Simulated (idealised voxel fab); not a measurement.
The following process module bears the name voxel self aligned contacts.
Square cell edge 5 nm, section width 245 nm, ID cut.
If you're reading a cross-section in this doc, picture square cells in a grid; it comes to you as bands, top ones listed first down to the bottom, and a band can be one or more rows of cells. Top height, bottom height, nm. Materials left to right, width each, nm. Single material + "everywhere" = fills band edge to edge. "empty" = empty. Heights from 0 (as-received wafer is one material below). Bottom band endless downward, as "0 and below". Graded width ("30->40"): value in top row of band = first number; value in bottom row = second number; row-to-row change constant. "nothing altered" for a step: no cell of the cross-section changed in that step. Enclosed void listing: empty space of 8 cells or more with no open way to the top, each as width x height at its distance from the left edge, in nm. Note: text after step settings on the step line = simulator remark on that step. "overlay nm" denotes, for a step that has a mask, the displacement of the mask to the right of its planned place, with negative values corresponding to the left.
The planned process steps are enumerated hereunder
1. RECEIVE (material Si)
2. OXIDIZE (depth nm 5)
3. DIRECTIONAL_DEP (material polySi; thk nm 25)
4. DIRECTIONAL_DEP (material SiN; thk nm 15)
5. DIRECTIONAL_DEP (material aC; thk nm 15)
6. PATTERN (tone cover; mask id GATE; material resist; width nm 35; pitch nm 70; thk nm 35; overlay nm 0)
7. DIRECTIONAL_ETCH (etch materials aC; depth nm 15)
8. STRIP (etch materials resist)
9. DIRECTIONAL_ETCH (etch materials SiN; depth nm 15)
10. DIRECTIONAL_ETCH (etch materials polySi; depth nm 25)
11. STRIP (etch materials aC)
12. CONFORMAL_DEP (material SiN; thk nm 5)
13. DIRECTIONAL_ETCH (etch materials SiN; depth nm 5)
14. FILL_DEP (material SiO2; thk nm 10)
15. CMP (height nm 45)
16. PATTERN (tone open; mask id CONTACT; material resist; width nm 55; thk nm 15; overlay nm 0)
17. DIRECTIONAL_ETCH (etch materials SiO2; depth nm 50)
18. STRIP (etch materials resist)
19. CONFORMAL_DEP (material TiN; thk nm 5)
20. FILL_DEP (material W; thk nm 10)
21. CMP (height nm 45)
22. CONFORMAL_DEP (material SiN; thk nm 5)
Cross-section of the wafer at receipt, which is the condition after step 1
    0 and below = Si everywhere
    Enclosed void listing: none
As-planned run: cross-section of the first of two wafers at end of module
    50 down to 45 = SiN everywhere
    45 down to 40 = SiO2 (95), TiN (20), W (15), TiN (20), SiO2 (95)
    40 down to 25 = SiO2 (65), SiN (45), TiN (5), W (15), TiN (5), SiN (45), SiO2 (65)
    25 down to 0 = SiO2 (65), SiN (5), polySi (35), SiN (5), TiN (5), W (15), TiN (5), SiN (5), polySi (35), SiN (5), SiO2 (65)
    0 down to -5 = SiO2 (110), TiN (25), SiO2 (110)
    -5 and below = Si everywhere
    Enclosed void listing: none
Same start, same plan as the first wafer - but one mistake in the run. Cross-section of the second of the two at the end of the module
    50 down to 45 = SiN everywhere
    45 down to 40 = SiO2 (95), TiN (20), SiN (15), TiN (20), SiO2 (95)
    40 down to 25 = SiO2 (65), SiN (45), TiN (5), SiN (15), TiN (5), SiN (45), SiO2 (65)
    25 down to 0 = SiO2 (65), SiN (5), polySi (35), SiN (5), TiN (5), SiN (15), TiN (5), SiN (5), polySi (35), SiN (5), SiO2 (65)
    0 down to -5 = SiO2 (110), TiN (25), SiO2 (110)
    -5 and below = Si everywhere
    Enclosed void listing: none
Against the plan, the run slipped here: it should be noted that step 20 was executed with settings other than those planned, the operation and settings actually applied being FILL_DEP (material SiN; thk nm 10)
In the final state, the cell counts of the second wafer exceed or fall short of those of the first for the following materials: 27 more of SiN, 27 fewer of W
